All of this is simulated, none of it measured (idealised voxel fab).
A process module follows: voxel ribs on slabs.
Shown is cross-section cut, with a width of 150 nm and square cells of size 5 nm.
Just so we're on the same page, the cross-sections are grids of square cells, and they're listed out in bands top to bottom, each band one or more rows deep.
The entry gives the band's vertical extent as a top height and a bottom height in nm, then its horizontal make-up as materials from left to right, each with a width in nm. "air" stands for empty space; a single material marked "all across" fills the band edge to edge.
Convention: height 0 is the level below which the wafer, as received, is all one material. The lowest band does not terminate at the bottom but continues downward, represented as "0 nm and below".
When a width is written as two numbers, as in "30->40", the first number is the width in the top row of cells of the band and the second is the width in its bottom row, and the width changes by the same amount from each row to the next.
Key: "left unchanged" - step with no changed cell in the cross-section.
Basically, "Closed void listing" tells you about the enclosed voids: empty spaces with no open way to the top, 8 cells or bigger, each written width x height at distance, where distance is from the left edge, all in nm.
If you see something after the settings on a step's line, that's the simulator's own remark about that step.
The optional step-line setting "overlay nm" applies to steps with a mask and quantifies how far to the right of its planned location the mask lay, a negative value indicating leftward placement.

Process steps foreseen in the plan
step 1: RECEIVE (material Si)
step 2: DIRECTIONAL_DEP (material SiO2; thk nm 25)
step 3: DIRECTIONAL_DEP (material polySi; thk nm 15)
step 4: DIRECTIONAL_DEP (material aC; thk nm 10)
step 5: PATTERN (tone cover; mask id RIB; material resist; width nm 15; thk nm 25; overlay nm 0)
step 6: DIRECTIONAL_ETCH (etch materials aC; depth nm 10)
step 7: STRIP (etch materials resist)
step 8: DIRECTIONAL_ETCH (etch materials polySi; depth nm 10)
step 9: STRIP (etch materials aC)
step 10: DIRECTIONAL_DEP (material aC; thk nm 15)
step 11: PATTERN (tone cover; mask id SLAB; material resist; width nm 55; thk nm 35; overlay nm 0)
step 12: DIRECTIONAL_ETCH (etch materials aC; depth nm 15)
step 13: STRIP (etch materials resist)
step 14: DIRECTIONAL_ETCH (etch materials polySi; depth nm 5)
step 15: STRIP (etch materials aC)
step 16: FILL_DEP (material SiO2; thk nm 15)
step 17: CMP (height nm 50)
step 18: DIRECTIONAL_DEP (material TiN; thk nm 10)
step 19: DIRECTIONAL_DEP (material aC; thk nm 15)
step 20: PATTERN (tone cover; mask id HEATER; material resist; width nm 25; thk nm 35; overlay nm 0)
step 21: DIRECTIONAL_ETCH (etch materials aC; depth nm 15)
step 22: STRIP (etch materials resist)
step 23: DIRECTIONAL_ETCH (etch materials TiN; depth nm 10)
step 24: STRIP (etch materials aC)
step 25: CONFORMAL_DEP (material SiN; thk nm 5)

Wafer at receipt (post step 1), cross-section
    0 nm and below = Si all across
    Closed void listing: none

Look at the cross-section after the module: the wafer started out the way shown above and the plan was the one shown above, yet one mistake was made along the way
    65 nm to 60 nm = air=55 | SiN=35 | air=60
    60 nm to 55 nm = air=55 | SiN=5 | TiN=25 | SiN=5 | air=60
    55 nm to 50 nm = SiN=60 | TiN=25 | SiN=65
    50 nm to 35 nm = SiO2 all across
    35 nm to 30 nm = SiO2=65 | polySi=15 | SiO2=70
    30 nm to 25 nm = polySi=45 | SiO2=20 | polySi=15 | SiO2=20 | polySi=50
    25 nm to 0 nm = SiO2 all across
    0 nm and below = Si all across
    Closed void listing: none
Nonconformance to the process plan: step 11 was run on a setting that differed from the plan, and what really ran there is PATTERN (tone open; mask id SLAB; material resist; width nm 55; thk nm 35; overlay nm 0)
